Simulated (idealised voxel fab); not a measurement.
process module | voxel gate over fins
cross-section cut | 210 nm wide | cells 5 nm
A cross-section is a grid of square cells, given in bands from the top down. A band is one or more rows of cells.
Each band's line starts with the height of the band's top and of its bottom, in nm. Then come its materials from left to right, each with its width in nm. One material with "throughout" fills the band from edge to edge. "air" is empty space.
Height 0 is the level under which the wafer as received is all one material. The lowest band goes on downwards, as in "0 down".
A width such as "30 to 40" changes by the same amount from each row of cells to the next, from the band's top row to its bottom row.
"no change" after a step means that no cell of the cross-section changed.
closed voids: empty space of 8 cells or more with no open way to the top, each as width x height at its distance from the left edge, in nm
after a step's settings: what the simulator itself notes on the step
overlay nm, on a step with a mask: how far to the right of its planned place the mask lay; to the left if negative
plan
1 op RECEIVE | material Si
2 op CONFORMAL_DEP | material SiN | thk nm 5
3 op DIRECTIONAL_DEP | material aC | thk nm 10
4 op PATTERN | tone cover | mask id FINS | material resist | width nm 15 | pitch nm 45 | thk nm 30 | overlay nm 0
5 op DIRECTIONAL_ETCH | etch materials aC | depth nm 10
6 op STRIP | etch materials resist
7 op DIRECTIONAL_ETCH | etch materials SiN | depth nm 5
8 op DIRECTIONAL_ETCH | etch materials Si | depth nm 35
9 op STRIP | etch materials aC
10 op OXIDIZE | depth nm 5
11 op FILL_DEP | material SiO2 | thk nm 15
12 op CMP | height nm 5
13 op SELECTIVE_ETCH | etch materials SiO2 | depth nm 20
14 op STRIP | etch materials SiN
15 op CONFORMAL_DEP | material HfO2 | thk nm 5
16 op CONFORMAL_DEP | material TiN | thk nm 5
17 op FILL_DEP | material W | thk nm 10
18 op CMP | height nm 15
19 op CONFORMAL_DEP | material SiN | thk nm 10
as received, after step 1
  0 down: Si throughout
  closed voids: none
a wafer at the end: this start, this plan, one mistake
  25 to 15: SiN throughout
  15 to 10: W throughout
  10 to 5: TiN 55 | W 5 | TiN 40 | W 5 | TiN 40 | W 5 | TiN 60
  5 to 0: HfO2 50 | TiN 5 | W 5 | TiN 5 | HfO2 30 | TiN 5 | W 5 | TiN 5 | HfO2 30 | TiN 5 | W 5 | TiN 5 | HfO2 55
  0 to -5: Si 45 | HfO2 5 | TiN 5 | W 5 | TiN 5 | HfO2 5 | Si 20 | HfO2 5 | TiN 5 | W 5 | TiN 5 | HfO2 5 | Si 20 | HfO2 5 | TiN 5 | W 5 | TiN 5 | HfO2 5 | Si 50
  -5 to -10: Si 45 | HfO2 5 | TiN 15 | HfO2 5 | Si 20 | HfO2 5 | TiN 15 | HfO2 5 | Si 20 | HfO2 5 | TiN 15 | HfO2 5 | Si 50
  -10 to -15: Si 45 | HfO2 25 | Si 20 | HfO2 25 | Si 20 | HfO2 25 | Si 50
  -15 to -40: Si 45 | SiO2 25 | Si 20 | SiO2 25 | Si 20 | SiO2 25 | Si 50
  -40 down: Si throughout
  closed voids: none
what went wrong: step 4 ran as: op PATTERN | tone open | mask id FINS | material resist | width nm 15 | pitch nm 45 | thk nm 30 | overlay nm 0
